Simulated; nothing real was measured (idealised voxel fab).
The process module presented herein is designated voxel self aligned vias.
This is section cut - it's 210 nm across, gridded in 5 nm square cells.
Bands, listed from the top down, are how a cross-section gets written in this document; the cross-section itself is a grid of square cells, and a band is one or more rows of them.
It is stipulated that each band's entry specify, in nanometres, the height of the top of the band and then that of its bottom, followed by the materials of the band in left-to-right sequence, each together with its width in nanometres. A single material marked by the word "throughout" is understood to fill the band from edge to edge; the word "air" is understood to denote empty space.
A quick word on heights: they are counted from 0, and under that level the wafer as it came to us is one material throughout. The lowest band is different from the rest in having no bottom; it simply continues downward, written as in "0 and below".
Note: "30..40" means the width goes from the first number (top row of the band) to the second number (bottom row) in equal steps per row of cells.
The designation "remains unaltered", where it is given for a processing step, indicates that no cell of the cross-section was altered in the course of that step.
Basically, "Unvented cavities" tells you about the enclosed voids: empty spaces with no open way to the top, 8 cells or bigger, each written width x height at distance, where distance is from the left edge, all in nm.
Note: text after step settings on the step line = simulator remark on that step.
overlay nm: on a step with a mask, how far right of its planned place the mask lay; negative means left.
# The steps planned for the process are as follows
1. op RECEIVE | material Si
2. op CONFORMAL_DEP | material SiO2 | thk nm 10
3. op CONFORMAL_DEP | material SiCN | thk nm 5
4. op DIRECTIONAL_DEP | material SiO2 | thk nm 30
5. op PATTERN | tone open | mask id LINES | material resist | width nm 20 | pitch nm 65 | thk nm 15 | overlay nm 0
6. op DIRECTIONAL_ETCH | etch materials SiO2 | depth nm 30
7. op STRIP | etch materials resist
8. op CONFORMAL_DEP | material TiN | thk nm 5
9. op FILL_DEP | material W | thk nm 5
10. op CMP | height nm 45
11. op SELECTIVE_ETCH | etch materials W Ru TiN | depth nm 5
12. op FILL_DEP | material SiN | thk nm 5
13. op CMP | height nm 45
14. op DIRECTIONAL_DEP | material SiO2 | thk nm 20
15. op DIRECTIONAL_DEP | material aC | thk nm 10
16. op PATTERN | tone open | mask id VIAS | material resist | width nm 40 | pitch nm 130 | thk nm 30 | overlay nm 0
17. op DIRECTIONAL_ETCH | etch materials aC | depth nm 10
18. op STRIP | etch materials resist
19. op DIRECTIONAL_ETCH | etch materials SiO2 | depth nm 20
20. op DIRECTIONAL_ETCH | etch materials SiN | depth nm 5
21. op STRIP | etch materials aC
22. op CONFORMAL_DEP | material TiN | thk nm 5
23. op FILL_DEP | material Cu | thk nm 5
24. op CMP | height nm 65
25. op CONFORMAL_DEP | material SiCN | thk nm 5
# Incoming wafer in cross-section (state: after step 1)
0 and below | Si throughout
Unvented cavities: none
# Run as planned - first of the two wafers cross-sectioned at the end of the module
70 down to 65 | SiCN throughout
65 down to 50 | 20 of SiO2  5 of TiN  30 of Cu  5 of TiN  90 of SiO2  5 of TiN  30 of Cu  5 of TiN  20 of SiO2
50 down to 45 | 20 of SiO2  15 of TiN  10 of Cu  15 of TiN  90 of SiO2  15 of TiN  10 of Cu  15 of TiN  20 of SiO2
45 down to 40 | 30 of SiO2  20 of TiN  45 of SiO2  20 of SiN  45 of SiO2  20 of TiN  30 of SiO2
40 down to 20 | 30 of SiO2  5 of TiN  10 of W  5 of TiN  45 of SiO2  5 of TiN  10 of W  5 of TiN  45 of SiO2  5 of TiN  10 of W  5 of TiN  30 of SiO2
20 down to 15 | 30 of SiO2  20 of TiN  45 of SiO2  20 of TiN  45 of SiO2  20 of TiN  30 of SiO2
15 down to 10 | SiCN throughout
10 down to 0 | SiO2 throughout
0 and below | Si throughout
Unvented cavities: none
# End of module, second wafer, cross-section. Started like the first, planned like the first, run with one mistake
70 down to 65 | SiCN throughout
65 down to 45 | Cu throughout
45 down to 40 | 30 of SiO2  20 of SiN  45 of SiO2  20 of SiN  45 of SiO2  20 of SiN  30 of SiO2
40 down to 20 | 30 of SiO2  5 of TiN  10 of W  5 of TiN  45 of SiO2  5 of TiN  10 of W  5 of TiN  45 of SiO2  5 of TiN  10 of W  5 of TiN  30 of SiO2
20 down to 15 | 30 of SiO2  20 of TiN  45 of SiO2  20 of TiN  45 of SiO2  20 of TiN  30 of SiO2
15 down to 10 | SiCN throughout
10 down to 0 | SiO2 throughout
0 and below | Si throughout
Unvented cavities: none
It is concluded that the wafer was processed incorrectly with respect to the plan, in that step 14 changed vs plan, executed as op DIRECTIONAL_DEP | material Cu | thk nm 20
The closing comparison, in cells, has the second wafer with more or fewer of some materials than the first: 128 more of Cu | 8 more of SiN | 104 fewer of SiO2 | 32 fewer of TiN
